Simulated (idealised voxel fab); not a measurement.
A process module follows: voxel self aligned vias.
Each square cell in cross-section cut measures 5 nm, and the section as a whole is 260 nm wide.
Think of the cross-section as a grid of square cells. We describe it in bands, top to bottom, and each band covers one or more rows of those cells.
Band: top and bottom heights (nm) first, top before bottom; then materials from left to right, widths in nm. "edge to edge" marks a sole material filling the band edge to edge. "empty" denotes empty space.
All heights in this document are referenced to 0, defined as the level beneath which the wafer, as received, consists entirely of one material. The lowest band is not bounded below; it extends indefinitely downward and is written in the form "0 and below".
Top row gets the first number, bottom row gets the second, and each row in between changes by the same step: that is how a band width like "30->40" works.
Reading "nothing got changed" for a step: not a cell of the cross-section changed in it.
You'll see "Enclosed void catalog" listing empty spaces that have no way open to the top, as long as they're 8 cells or more; the notation is width x height at distance, where the distance is from the left edge, and all of it is in nm.
The remark found on a step's line after its settings is issued by the simulator itself and pertains to that step.
Regarding "overlay nm": on a step with a mask, it is the distance the mask lay to the right of its planned place; a negative value places it to the left.
## The following list gives the planned process steps
- 1: RECEIVE [material Si]
- 2: CONFORMAL_DEP [material SiO2] [thk nm 10]
- 3: CONFORMAL_DEP [material SiCN] [thk nm 5]
- 4: DIRECTIONAL_DEP [material SiO2] [thk nm 30]
- 5: MASKED_ETCH [tone open] [mask id LINES] [width nm 20] [pitch nm 55] [etch materials SiO2] [depth nm 30] [overlay nm 0]
- 6: CONFORMAL_DEP [material TiN] [thk nm 5]
- 7: FILL_DEP [material Ru] [thk nm 5]
- 8: CMP [height nm 45]
- 9: SELECTIVE_ETCH [etch materials W Ru TiN] [depth nm 5]
- 10: FILL_DEP [material SiN] [thk nm 5]
- 11: CMP [height nm 45]
- 12: DIRECTIONAL_DEP [material SiO2] [thk nm 15]
- 13: MASKED_ETCH [tone open] [mask id VIAS] [width nm 30] [pitch nm 55] [etch materials SiO2] [depth nm 15] [overlay nm 0]
- 14: MASKED_ETCH [tone open] [mask id VIAS] [width nm 30] [pitch nm 55] [etch materials SiN] [depth nm 5] [overlay nm 0]
- 15: CONFORMAL_DEP [material TiN] [thk nm 5]
- 16: FILL_DEP [material Cu] [thk nm 10]
- 17: CMP [height nm 60]
- 18: CONFORMAL_DEP [material SiN] [thk nm 5]
## The first of the two wafers, which ran as planned
## as received, after step 1
	0 and below: Si edge to edge
	Enclosed void catalog: none
## The wafer, seen in cross-section, after step 2
	10 down to 0: SiO2 edge to edge
	Lower than 0, everything is as it was.
## The wafer, seen in cross-section, after step 3
	15 down to 10: SiCN edge to edge
	Lower than 10, everything is as it was.
## The wafer, seen in cross-section, after step 4
	45 down to 15: SiO2 edge to edge
	Lower than 15, everything is as it was.
## The wafer, seen in cross-section, after step 5
	45 down to 15: SiO2: 65, then empty: 20, then SiO2: 35, then empty: 20, then SiO2: 35, then empty: 20, then SiO2: 65
	Lower than 15, everything is as it was.
## The wafer, seen in cross-section, after step 6
	50 down to 45: TiN: 70, then empty: 10, then TiN: 45, then empty: 10, then TiN: 45, then empty: 10, then TiN: 70
	45 down to 20: SiO2: 65, then TiN: 5, then empty: 10, then TiN: 5, then SiO2: 35, then TiN: 5, then empty: 10, then TiN: 5, then SiO2: 35, then TiN: 5, then empty: 10, then TiN: 5, then SiO2: 65
	20 down to 15: SiO2: 65, then TiN: 20, then SiO2: 35, then TiN: 20, then SiO2: 35, then TiN: 20, then SiO2: 65
	Lower than 15, everything is as it was.
## The wafer, seen in cross-section, after step 7
	55 down to 50: Ru edge to edge
	50 down to 45: TiN: 70, then Ru: 10, then TiN: 45, then Ru: 10, then TiN: 45, then Ru: 10, then TiN: 70
	45 down to 20: SiO2: 65, then TiN: 5, then Ru: 10, then TiN: 5, then SiO2: 35, then TiN: 5, then Ru: 10, then TiN: 5, then SiO2: 35, then TiN: 5, then Ru: 10, then TiN: 5, then SiO2: 65
	Lower than 20, everything is as it was.
## The wafer, seen in cross-section, after step 8
	45 down to 20: SiO2: 65, then TiN: 5, then Ru: 10, then TiN: 5, then SiO2: 35, then TiN: 5, then Ru: 10, then TiN: 5, then SiO2: 35, then TiN: 5, then Ru: 10, then TiN: 5, then SiO2: 65
	Lower than 20, everything is as it was.
## The wafer, seen in cross-section, after step 9
	45 down to 40: SiO2: 65, then empty: 20, then SiO2: 35, then empty: 20, then SiO2: 35, then empty: 20, then SiO2: 65
	Lower than 40, everything is as it was.
## The wafer, seen in cross-section, after step 10
	50 down to 45: SiN edge to edge
	45 down to 40: SiO2: 65, then SiN: 20, then SiO2: 35, then SiN: 20, then SiO2: 35, then SiN: 20, then SiO2: 65
	Lower than 40, everything is as it was.
## The wafer, seen in cross-section, after step 11
	45 down to 40: SiO2: 65, then SiN: 20, then SiO2: 35, then SiN: 20, then SiO2: 35, then SiN: 20, then SiO2: 65
	Lower than 40, everything is as it was.
## The wafer, seen in cross-section, after step 12
	60 down to 45: SiO2 edge to edge
	Lower than 45, everything is as it was.
## The wafer, seen in cross-section, after step 13
	60 down to 45: SiO2: 60, then empty: 30, then SiO2: 25, then empty: 30, then SiO2: 25, then empty: 30, then SiO2: 60
	Lower than 45, everything is as it was.
## The wafer, seen in cross-section, after step 14
	60 down to 45: SiO2: 60, then empty: 30, then SiO2: 25, then empty: 30, then SiO2: 25, then empty: 30, then SiO2: 60
	45 down to 40: SiO2: 65, then empty: 20, then SiO2: 35, then empty: 20, then SiO2: 35, then empty: 20, then SiO2: 65
	Lower than 40, everything is as it was.
## The wafer, seen in cross-section, after step 15
	65 down to 60: TiN: 65, then empty: 20, then TiN: 35, then empty: 20, then TiN: 35, then empty: 20, then TiN: 65
	60 down to 50: SiO2: 60, then TiN: 5, then empty: 20, then TiN: 5, then SiO2: 25, then TiN: 5, then empty: 20, then TiN: 5, then SiO2: 25, then TiN: 5, then empty: 20, then TiN: 5, then SiO2: 60
	50 down to 45: SiO2: 60, then TiN: 10, then empty: 10, then TiN: 10, then SiO2: 25, then TiN: 10, then empty: 10, then TiN: 10, then SiO2: 25, then TiN: 10, then empty: 10, then TiN: 10, then SiO2: 60
	45 down to 40: SiO2: 65, then TiN: 20, then SiO2: 35, then TiN: 20, then SiO2: 35, then TiN: 20, then SiO2: 65
	Lower than 40, everything is as it was.
## The wafer, seen in cross-section, after step 16
	75 down to 65: Cu edge to edge
	65 down to 60: TiN: 65, then Cu: 20, then TiN: 35, then Cu: 20, then TiN: 35, then Cu: 20, then TiN: 65
	60 down to 50: SiO2: 60, then TiN: 5, then Cu: 20, then TiN: 5, then SiO2: 25, then TiN: 5, then Cu: 20, then TiN: 5, then SiO2: 25, then TiN: 5, then Cu: 20, then TiN: 5, then SiO2: 60
	50 down to 45: SiO2: 60, then TiN: 10, then Cu: 10, then TiN: 10, then SiO2: 25, then TiN: 10, then Cu: 10, then TiN: 10, then SiO2: 25, then TiN: 10, then Cu: 10, then TiN: 10, then SiO2: 60
	Lower than 45, everything is as it was.
## The wafer, seen in cross-section, after step 17
	60 down to 50: SiO2: 60, then TiN: 5, then Cu: 20, then TiN: 5, then SiO2: 25, then TiN: 5, then Cu: 20, then TiN: 5, then SiO2: 25, then TiN: 5, then Cu: 20, then TiN: 5, then SiO2: 60
	Lower than 50, everything is as it was.
## The wafer, seen in cross-section, after step 18
	65 down to 60: SiN edge to edge
	Lower than 60, everything is as it was.
## Wafer two: like wafer one in start and plan, but with one mistake in execution; identical up to and including step 12
## Cross-section: second wafer, time at which step 13 was scheduled to end
	60 down to 45: SiO2: 60, then empty: 30, then SiO2: 25, then empty: 30, then SiO2: 25, then empty: 30, then SiO2: 60
	45 down to 40: SiO2: 60, then empty: 5, then SiN: 20, then empty: 5, then SiO2: 25, then empty: 5, then SiN: 20, then empty: 5, then SiO2: 25, then empty: 5, then SiN: 20, then empty: 5, then SiO2: 60
	40 down to 30: SiO2: 60, then empty: 5, then TiN: 5, then Ru: 10, then TiN: 5, then empty: 5, then SiO2: 25, then empty: 5, then TiN: 5, then Ru: 10, then TiN: 5, then empty: 5, then SiO2: 25, then empty: 5, then TiN: 5, then Ru: 10, then TiN: 5, then empty: 5, then SiO2: 60
	Lower than 30, everything is as it was.
## Cross-section: second wafer, time at which step 14 was scheduled to end
	60 down to 40: SiO2: 60, then empty: 30, then SiO2: 25, then empty: 30, then SiO2: 25, then empty: 30, then SiO2: 60
	Lower than 40, everything is as it was.
## Cross-section: second wafer, time at which step 15 was scheduled to end
	65 down to 60: TiN: 65, then empty: 20, then TiN: 35, then empty: 20, then TiN: 35, then empty: 20, then TiN: 65
	60 down to 45: SiO2: 60, then TiN: 5, then empty: 20, then TiN: 5, then SiO2: 25, then TiN: 5, then empty: 20, then TiN: 5, then SiO2: 25, then TiN: 5, then empty: 20, then TiN: 5, then SiO2: 60
	45 down to 40: SiO2: 60, then TiN: 30, then SiO2: 25, then TiN: 30, then SiO2: 25, then TiN: 30, then SiO2: 60
	40 down to 30: SiO2: 60, then TiN: 10, then Ru: 10, then TiN: 10, then SiO2: 25, then TiN: 10, then Ru: 10, then TiN: 10, then SiO2: 25, then TiN: 10, then Ru: 10, then TiN: 10, then SiO2: 60
	Lower than 30, everything is as it was.
## Cross-section: second wafer, time at which step 16 was scheduled to end
	75 down to 65: Cu edge to edge
	65 down to 60: TiN: 65, then Cu: 20, then TiN: 35, then Cu: 20, then TiN: 35, then Cu: 20, then TiN: 65
	60 down to 45: SiO2: 60, then TiN: 5, then Cu: 20, then TiN: 5, then SiO2: 25, then TiN: 5, then Cu: 20, then TiN: 5, then SiO2: 25, then TiN: 5, then Cu: 20, then TiN: 5, then SiO2: 60
	Lower than 45, everything is as it was.
## Cross-section: second wafer, time at which step 17 was scheduled to end
	60 down to 45: SiO2: 60, then TiN: 5, then Cu: 20, then TiN: 5, then SiO2: 25, then TiN: 5, then Cu: 20, then TiN: 5, then SiO2: 25, then TiN: 5, then Cu: 20, then TiN: 5, then SiO2: 60
	Lower than 45, everything is as it was.
## Cross-section: second wafer, time at which step 18 was scheduled to end
	65 down to 60: SiN edge to edge
	Lower than 60, everything is as it was.
The mistake made against the process plan was this: the plan had its step 13 run twice
Final wafer comparison in cells, second versus first, more or fewer per material: Cu: 6 more; SiO2: 18 fewer; TiN: 12 more
